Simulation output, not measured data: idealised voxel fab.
process module | voxel self aligned vias
cross-section cut | 155 nm wide | cells 5 nm
A cross-section is a grid of square cells, given in bands from the top down. A band is one or more rows of cells.
Each band's line starts with the height of the band's top and of its bottom, in nm. Then come its materials from left to right, each with its width in nm. One material with "throughout" fills the band from edge to edge. "air" is empty space.
Height 0 is the level under which the wafer as received is all one material. The lowest band goes on downwards, as in "0 down".
A width such as "30 to 40" changes by the same amount from each row of cells to the next, from the band's top row to its bottom row.
"no change" after a step means that no cell of the cross-section changed.
closed voids: empty space of 8 cells or more with no open way to the top, each as width x height at its distance from the left edge, in nm
after a step's settings: what the simulator itself notes on the step
overlay nm, on a step with a mask: how far to the right of its planned place the mask lay; to the left if negative
plan
1 op RECEIVE | material Si
2 op CONFORMAL_DEP | material SiO2 | thk nm 10
3 op CONFORMAL_DEP | material SiCN | thk nm 5
4 op DIRECTIONAL_DEP | material lowk | thk nm 25
5 op DIRECTIONAL_DEP | material aC | thk nm 15
6 op PATTERN | tone open | mask id LINES | material resist | width nm 20 | pitch nm 70 | thk nm 35 | overlay nm 0
7 op DIRECTIONAL_ETCH | etch materials aC | depth nm 15
8 op STRIP | etch materials resist
9 op DIRECTIONAL_ETCH | etch materials lowk | depth nm 25
10 op STRIP | etch materials aC
11 op CONFORMAL_DEP | material TiN | thk nm 5
12 op FILL_DEP | material Ru | thk nm 5
13 op CMP | height nm 40
14 op SELECTIVE_ETCH | etch materials W Ru TiN | depth nm 5
15 op FILL_DEP | material SiN | thk nm 10
16 op CMP | height nm 40
17 op DIRECTIONAL_DEP | material lowk | thk nm 15
18 op MASKED_ETCH | tone open | mask id VIAS | width nm 40 | etch materials lowk | depth nm 15 | overlay nm 0
19 op MASKED_ETCH | tone open | mask id VIAS | width nm 40 | etch materials SiN | depth nm 5 | overlay nm 0
20 op CONFORMAL_DEP | material TiN | thk nm 5
21 op FILL_DEP | material Cu | thk nm 10
22 op CMP | height nm 55
23 op CONFORMAL_DEP | material SiN | thk nm 5
as received, after step 1
  0 down: Si throughout
  closed voids: none
first wafer at the end, as planned
  60 to 55: SiN throughout
  55 to 45: lowk 20 | TiN 5 | Cu 30 | TiN 5 | lowk 95
  45 to 40: lowk 20 | TiN 15 | Cu 10 | TiN 15 | lowk 95
  40 to 35: lowk 30 | TiN 20 | lowk 50 | SiN 20 | lowk 35
  35 to 20: lowk 30 | TiN 5 | Ru 10 | TiN 5 | lowk 50 | TiN 5 | Ru 10 | TiN 5 | lowk 35
  20 to 15: lowk 30 | TiN 20 | lowk 50 | TiN 20 | lowk 35
  15 to 10: SiCN throughout
  10 to 0: SiO2 throughout
  0 down: Si throughout
  closed voids: none
second wafer at the end: like start, like plan, one mistake
  60 to 55: SiN throughout
  55 to 45: lowk 20 | TiN 5 | Cu 30 | TiN 5 | lowk 95
  45 to 40: lowk 20 | TiN 40 | lowk 95
  40 to 35: lowk 30 | TiN 5 | Ru 10 | TiN 5 | lowk 50 | SiN 5 | Ru 10 | SiN 5 | lowk 35
  35 to 20: lowk 30 | TiN 5 | Ru 10 | TiN 5 | lowk 50 | TiN 5 | Ru 10 | TiN 5 | lowk 35
  20 to 15: lowk 30 | TiN 20 | lowk 50 | TiN 20 | lowk 35
  15 to 10: SiCN throughout
  10 to 0: SiO2 throughout
  0 down: Si throughout
  closed voids: none
what went wrong: step 14 ran as: op SELECTIVE_ETCH | etch materials TiN | depth nm 5
at the end the second wafer has, in cells: 2 fewer of Cu | 4 more of Ru | 2 fewer of SiN
